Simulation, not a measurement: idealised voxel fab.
process module | voxel released beams
cross-section cut | 180 nm wide | cells 5 nm
A cross-section is a grid of square cells, given in bands from the top down. A band is one or more rows of cells.
Each band's line starts with the height of the band's top and of its bottom, in nm. Then come its materials from left to right, each with its width in nm. One material with "throughout" fills the band from edge to edge. "air" is empty space.
Height 0 is the level under which the wafer as received is all one material. The lowest band goes on downwards, as in "0 down".
A width such as "30 to 40" changes by the same amount from each row of cells to the next, from the band's top row to its bottom row.
"no change" after a step means that no cell of the cross-section changed.
closed voids: empty space of 8 cells or more with no open way to the top, each as width x height at its distance from the left edge, in nm
after a step's settings: what the simulator itself notes on the step
overlay nm, on a step with a mask: how far to the right of its planned place the mask lay; to the left if negative
plan
1 op RECEIVE | material Si
2 op CONFORMAL_DEP | material Al2O3 | thk nm 5
3 op DIRECTIONAL_DEP | material SiO2 | thk nm 20
4 op PATTERN | tone open | mask id ANCHOR | material resist | width nm 40 | thk nm 20 | overlay nm 0
5 op DIRECTIONAL_ETCH | etch materials SiO2 | depth nm 20
6 op STRIP | etch materials resist
7 op CONFORMAL_DEP | material polySi | thk nm 15
8 op DIRECTIONAL_DEP | material aC | thk nm 10
9 op PATTERN | tone cover | mask id BEAM | material resist | width nm 120 | thk nm 25 | overlay nm 0
10 op DIRECTIONAL_ETCH | etch materials aC | depth nm 10
11 op STRIP | etch materials resist
12 op DIRECTIONAL_ETCH | etch materials polySi | depth nm 15
13 op STRIP | etch materials aC
14 op STRIP | etch materials SiO2
first wafer, as planned
as received, after step 1
  0 down: Si throughout
  closed voids: none
after step 2
  5 to 0: Al2O3 throughout
  below 0: unchanged
after step 3
  25 to 5: SiO2 throughout
  below 5: unchanged
after step 4
  45 to 25: resist 30 | air 40 | resist 110
  below 25: unchanged
after step 5
  45 to 25: resist 30 | air 40 | resist 110
  25 to 5: SiO2 30 | air 40 | SiO2 110
  below 5: unchanged
after step 6
  25 to 5: SiO2 30 | air 40 | SiO2 110
  below 5: unchanged
after step 7
  40 to 25: polySi 45 | air 10 | polySi 125
  25 to 20: SiO2 30 | polySi 15 | air 10 | polySi 15 | SiO2 110
  20 to 5: SiO2 30 | polySi 40 | SiO2 110
  below 5: unchanged
after step 8
  50 to 40: aC 45 | air 10 | aC 125
  40 to 30: polySi 45 | air 10 | polySi 125
  30 to 25: polySi 45 | aC 10 | polySi 125
  25 to 20: SiO2 30 | polySi 15 | aC 10 | polySi 15 | SiO2 110
  below 20: unchanged
after step 9
  75 to 50: air 25 | resist 120 | air 35
  50 to 40: aC 45 | resist 10 | aC 125
  40 to 30: polySi 45 | resist 10 | polySi 125
  below 30: unchanged
after step 10
  65 to 50: air 25 | resist 120 | air 35
  50 to 40: air 25 | aC 20 | resist 10 | aC 90 | air 35
  below 40: unchanged
after step 11
  50 to 40: air 25 | aC 20 | air 10 | aC 90 | air 35
  40 to 30: polySi 45 | air 10 | polySi 125
  below 30: unchanged
after step 12
  50 to 40: air 25 | aC 20 | air 10 | aC 90 | air 35
  40 to 30: air 25 | polySi 20 | air 10 | polySi 90 | air 35
  30 to 25: air 25 | polySi 20 | aC 10 | polySi 90 | air 35
  below 25: unchanged
after step 13
  40 to 25: air 25 | polySi 20 | air 10 | polySi 90 | air 35
  25 to 20: SiO2 30 | polySi 15 | air 10 | polySi 15 | SiO2 110
  below 20: unchanged
after step 14
  40 to 25: air 25 | polySi 20 | air 10 | polySi 90 | air 35
  25 to 20: air 30 | polySi 15 | air 10 | polySi 15 | air 110
  20 to 5: air 30 | polySi 40 | air 110
  below 5: unchanged
second wafer: like start, like plan, one mistake. Through step 3 it matches the first wafer
when step 4 should have ended
  45 to 25: air 30 | resist 40 | air 110
  below 25: unchanged
when step 5 should have ended
  45 to 25: air 30 | resist 40 | air 110
  25 to 5: air 30 | SiO2 40 | air 110
  below 5: unchanged
when step 6 should have ended
  25 to 5: air 30 | SiO2 40 | air 110
  below 5: unchanged
when step 7 should have ended
  40 to 25: air 15 | polySi 70 | air 95
  25 to 20: air 15 | polySi 15 | SiO2 40 | polySi 15 | air 95
  20 to 5: polySi 30 | SiO2 40 | polySi 110
  below 5: unchanged
when step 8 should have ended
  50 to 40: air 15 | aC 70 | air 95
  40 to 30: air 15 | polySi 70 | air 95
  30 to 25: aC 15 | polySi 70 | aC 95
  25 to 20: aC 15 | polySi 15 | SiO2 40 | polySi 15 | aC 95
  below 20: unchanged
when step 9 should have ended
  75 to 50: air 25 | resist 120 | air 35
  50 to 40: air 15 | aC 70 | resist 60 | air 35
  40 to 30: air 15 | polySi 70 | resist 60 | air 35
  below 30: unchanged
when step 10 should have ended
  65 to 50: air 25 | resist 120 | air 35
  50 to 40: air 25 | aC 60 | resist 60 | air 35
  40 to 30: air 15 | polySi 70 | resist 60 | air 35
  30 to 25: air 15 | polySi 70 | aC 60 | air 35
  25 to 20: air 15 | polySi 15 | SiO2 40 | polySi 15 | aC 60 | air 35
  below 20: unchanged
when step 11 should have ended
  50 to 40: air 25 | aC 60 | air 95
  40 to 30: air 15 | polySi 70 | air 95
  below 30: unchanged
when step 12 should have ended
  50 to 40: air 25 | aC 60 | air 95
  40 to 30: air 25 | polySi 60 | air 95
  30 to 25: air 25 | polySi 60 | aC 60 | air 35
  25 to 20: air 15 | polySi 15 | SiO2 40 | polySi 15 | aC 60 | air 35
  20 to 5: air 15 | polySi 15 | SiO2 40 | polySi 75 | air 35
  below 5: unchanged
when step 13 should have ended
  40 to 25: air 25 | polySi 60 | air 95
  25 to 20: air 15 | polySi 15 | SiO2 40 | polySi 15 | air 95
  below 20: unchanged
when step 14 should have ended: no change
what went wrong: step 4 ran as: op PATTERN | tone cover | mask id ANCHOR | material resist | width nm 40 | thk nm 20 | overlay nm 0
at the end the second wafer has, in cells: 32 more of SiO2
